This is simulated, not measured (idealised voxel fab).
The document below concerns the process module designated voxel gate over fins.
This is section cut - it's 250 nm across, gridded in 5 nm square cells.
For the purposes of this document, a cross-section shall be understood as a grid of square cells, specified as bands listed in top-to-bottom order, each band consisting of one or more rows of cells.
Each band's line starts with the height of the band's top and of its bottom, in nm. Then come its materials from left to right, each with its width in nm. One material with "everywhere" fills the band from edge to edge. "empty" is empty space.
Height datum 0, below which the as-received substrate wafer is one material. Lowest band open at the bottom, running downward: "0 down".
A width given as "30..40" starts at the first number in the band's top row and ends at the second number in its bottom row, shifting by an equal amount at every step from row to row.
"remains unaltered" (step): cross-section cells unchanged, all of them.
"Sealed internal cavities" specifies each empty space that is not open to the top and that occupies no fewer than 8 cells, using the form width x height at distance, the distance measured from the left edge and all three quantities in nm.
It should be noted that, on the line of a given step, the content following the step's settings is a remark produced by the simulator itself with respect to that step.
overlay nm: on a step with a mask, how far right of its planned place the mask lay; negative means left.
Here's what the planned process steps look like:
| 1 | RECEIVE (material Si) |
| 2 | CONFORMAL_DEP (material SiN; thk nm 5) |
| 3 | MASKED_ETCH (tone cover; mask id FINS; width nm 15; pitch nm 55; etch materials SiN; depth nm 5; overlay nm 0) |
| 4 | MASKED_ETCH (tone cover; mask id FINS; width nm 15; pitch nm 55; etch materials Si; depth nm 40; overlay nm 0) |
| 5 | OXIDIZE (depth nm 5) |
| 6 | FILL_DEP (material SiO2; thk nm 15) |
| 7 | CMP (height nm 5) |
| 8 | MASKED_ETCH (tone open; mask id RAIL; width nm 15; etch materials SiO2; depth nm 40; overlay nm 0) |
| 9 | CONFORMAL_DEP (material TiN; thk nm 5) |
| 10 | FILL_DEP (material W; thk nm 10) |
| 11 | CMP (height nm 5) |
| 12 | SELECTIVE_ETCH (etch materials W Ru TiN; depth nm 30) |
| 13 | FILL_DEP (material SiO2; thk nm 5) |
| 14 | CMP (height nm 5) |
| 15 | SELECTIVE_ETCH (etch materials SiO2; depth nm 20) |
| 16 | STRIP (etch materials SiN) |
| 17 | CONFORMAL_DEP (material HfO2; thk nm 5) |
| 18 | CONFORMAL_DEP (material TiN; thk nm 5) |
| 19 | FILL_DEP (material W; thk nm 10) |
| 20 | CMP (height nm 15) |
| 21 | CONFORMAL_DEP (material SiN; thk nm 5) |
Shown in cross-section is the wafer as received, that is, as it stands after step 1:
  0 down  Si everywhere
  Sealed internal cavities: none
Starting structure and process plan are as shown above, but one mistake was made in running the module; the wafer cross-section at the end of the module follows:
  20 to 15  SiN everywhere
  15 to 10  W everywhere
  10 to 5  W 30, then HfO2 25, then W 30, then HfO2 25, then W 30, then HfO2 25, then W 30, then HfO2 25, then W 30
  5 to 0  W 30, then HfO2 5, then TiN 15, then HfO2 5, then W 30, then HfO2 5, then TiN 15, then HfO2 5, then W 30, then HfO2 5, then TiN 15, then HfO2 5, then W 30, then HfO2 5, then TiN 15, then HfO2 5, then W 30
  0 to -5  W 30, then HfO2 5, then TiN 5, then Si 5, then TiN 5, then HfO2 5, then W 30, then HfO2 5, then TiN 5, then Si 5, then TiN 5, then HfO2 5, then W 30, then HfO2 5, then TiN 5, then Si 5, then TiN 5, then HfO2 5, then W 30, then HfO2 5, then TiN 5, then Si 5, then TiN 5, then HfO2 5, then W 30
  -5 to -10  HfO2 35, then TiN 5, then Si 5, then TiN 5, then HfO2 40, then TiN 5, then Si 5, then TiN 5, then HfO2 40, then TiN 5, then Si 5, then TiN 5, then HfO2 40, then TiN 5, then Si 5, then TiN 5, then HfO2 35
  -10 to -15  TiN 40, then Si 5, then TiN 50, then Si 5, then TiN 50, then Si 5, then TiN 50, then Si 5, then TiN 40
  -15 to -25  SiO2 40, then Si 5, then SiO2 50, then Si 5, then SiO2 50, then Si 5, then SiO2 50, then Si 5, then SiO2 40
  -25 to -30  SiO2 40, then Si 5, then SiO2 15, then TiN 5, then W 5, then TiN 5, then SiO2 20, then Si 5, then SiO2 50, then Si 5, then SiO2 50, then Si 5, then SiO2 40
  -30 to -35  SiO2 40, then Si 5, then SiO2 15, then TiN 15, then SiO2 20, then Si 5, then SiO2 50, then Si 5, then SiO2 50, then Si 5, then SiO2 40
  -35 to -45  SiO2 40, then Si 5, then SiO2 50, then Si 5, then SiO2 50, then Si 5, then SiO2 50, then Si 5, then SiO2 40
  -45 down  Si everywhere
  Sealed internal cavities: none
Plan not followed: so 17 and 18 got swapped relative to the plan, each ran where the other was supposed to
